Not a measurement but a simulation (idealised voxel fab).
Process module under the name voxel wiring stack
Displayed cross-section: cut, width of 145 nm, square cells sized 5 nm.
Bands, listed from the top down, are how a cross-section gets written in this document; the cross-section itself is a grid of square cells, and a band is one or more rows of them. Heights first: top, then bottom, in nm. Then materials, left to right, each with a width in nm. "full width" on a single material: fills the band edge to edge. "empty": empty space. It should be noted that heights are counted from 0, beneath which the wafer as supplied is of one material throughout, and that the lowest band possesses no lower boundary but continues downward, as written in "z 0 and below". Think of "30->40" as a width that walks from the first number to the second as you go down the band, top row to bottom row, taking equal-sized steps from row to row. Where the words "remained the same" appear for a step, the cross-section shows no cell changed by that step; every cell remained as before. The label "Voids, sealed" introduces a list of the empty spaces, 8 cells or larger, that have no open way up to the top; each entry in it reads width x height at distance, where the distance is taken from the left edge and all three are stated in nm. Where a step's line continues beyond its settings, the continuation is a remark by the simulator itself on that step. "overlay nm" answers the question of how far to the right of plan the mask lay on a step that has a mask, and when it is negative the answer is to the left.
Steps in the process plan:
1) RECEIVE with material Si
2) CONFORMAL_DEP with material SiO2, thk nm 15
3) CONFORMAL_DEP with material SiN, thk nm 5
4) DIRECTIONAL_DEP with material lowk, thk nm 15
5) PATTERN with tone open, mask id METAL_1, material resist, width nm 25, pitch nm 45, thk nm 20, overlay nm 0
6) DIRECTIONAL_ETCH with etch materials lowk, depth nm 15
7) DIRECTIONAL_ETCH with etch materials SiN, depth nm 5
8) STRIP with etch materials resist
9) CONFORMAL_DEP with material TiN, thk nm 5
10) FILL_DEP with material W, thk nm 5
11) CMP with height nm 35
12) CONFORMAL_DEP with material SiCN, thk nm 5
13) DIRECTIONAL_DEP with material lowk, thk nm 15
14) PATTERN with tone open, mask id PLUG_1, material resist, width nm 15, thk nm 20, overlay nm 0
15) DIRECTIONAL_ETCH with etch materials lowk, depth nm 15
16) DIRECTIONAL_ETCH with etch materials SiCN, depth nm 5
17) STRIP with etch materials resist
18) EPI with material Ru, thk nm 10
19) EPI with material Ru, thk nm 10
20) DIRECTIONAL_DEP with material TiN, thk nm 5
21) DIRECTIONAL_DEP with material W, thk nm 25
22) DIRECTIONAL_DEP with material aC, thk nm 15
23) PATTERN with tone cover, mask id METAL_2, material resist, width nm 25, pitch nm 45, thk nm 35, overlay nm 0
24) DIRECTIONAL_ETCH with etch materials aC, depth nm 15
25) STRIP with etch materials resist
26) DIRECTIONAL_ETCH with etch materials W, depth nm 25
27) DIRECTIONAL_ETCH with etch materials TiN, depth nm 5
28) STRIP with etch materials aC
29) FILL_DEP with material lowk, thk nm 5
30) CMP with height nm 75
31) CONFORMAL_DEP with material SiN, thk nm 5
For this document, wafers share an identical start and vary in the step 30 height nm; the plan quotes the first wafer's value.
first wafer as received, after step 1:
	z 0 and below | Si full width
	Voids, sealed: none
End-of-module cross-section, first of several wafers, after last step 31:
	z 80 to 75 | SiN full width
	z 75 to 60 | lowk=35, W=25, lowk=20, W=25, lowk=40
	z 60 to 55 | lowk=35, TiN=25, lowk=20, TiN=25, lowk=40
	z 55 to 40 | lowk=35, Ru=15, lowk=95
	z 40 to 35 | SiCN=35, Ru=15, SiCN=95
	z 35 to 20 | lowk=35, TiN=5, W=15, TiN=5, lowk=20, TiN=5, W=15, TiN=5, lowk=40
	z 20 to 15 | SiN=35, TiN=25, SiN=20, TiN=25, SiN=40
	z 15 to 0 | SiO2 full width
	z 0 and below | Si full width
	Voids, sealed: none
Cross-section of the last wafer at end of module:
	z 95 to 90 | SiN full width
	z 90 to 85 | lowk full width
	z 85 to 60 | lowk=35, W=25, lowk=20, W=25, lowk=40
	z 60 to 55 | lowk=35, TiN=25, lowk=20, TiN=25, lowk=40
	z 55 to 40 | lowk=35, Ru=15, lowk=95
	z 40 to 35 | SiCN=35, Ru=15, SiCN=95
	z 35 to 20 | lowk=35, TiN=5, W=15, TiN=5, lowk=20, TiN=5, W=15, TiN=5, lowk=40
	z 20 to 15 | SiN=35, TiN=25, SiN=20, TiN=25, SiN=40
	z 15 to 0 | SiO2 full width
	z 0 and below | Si full width
	Voids, sealed: none
Per wafer (row), end of module: delta in cells per material since receipt, (+) for gained, (-) for lost; closed voids after that:
height nm 75; +12 Ru; +26 SiCN; +48 SiN; +87 SiO2; +32 TiN; +48 W; +211 lowk; Voids, sealed: none
height nm 80; +12 Ru; +26 SiCN; +48 SiN; +87 SiO2; +32 TiN; +58 W; +230 lowk; Voids, sealed: none
height nm 85; +12 Ru; +26 SiCN; +48 SiN; +87 SiO2; +32 TiN; +68 W; +249 lowk; Voids, sealed: none
height nm 90; +12 Ru; +26 SiCN; +48 SiN; +87 SiO2; +32 TiN; +68 W; +278 lowk; Voids, sealed: none
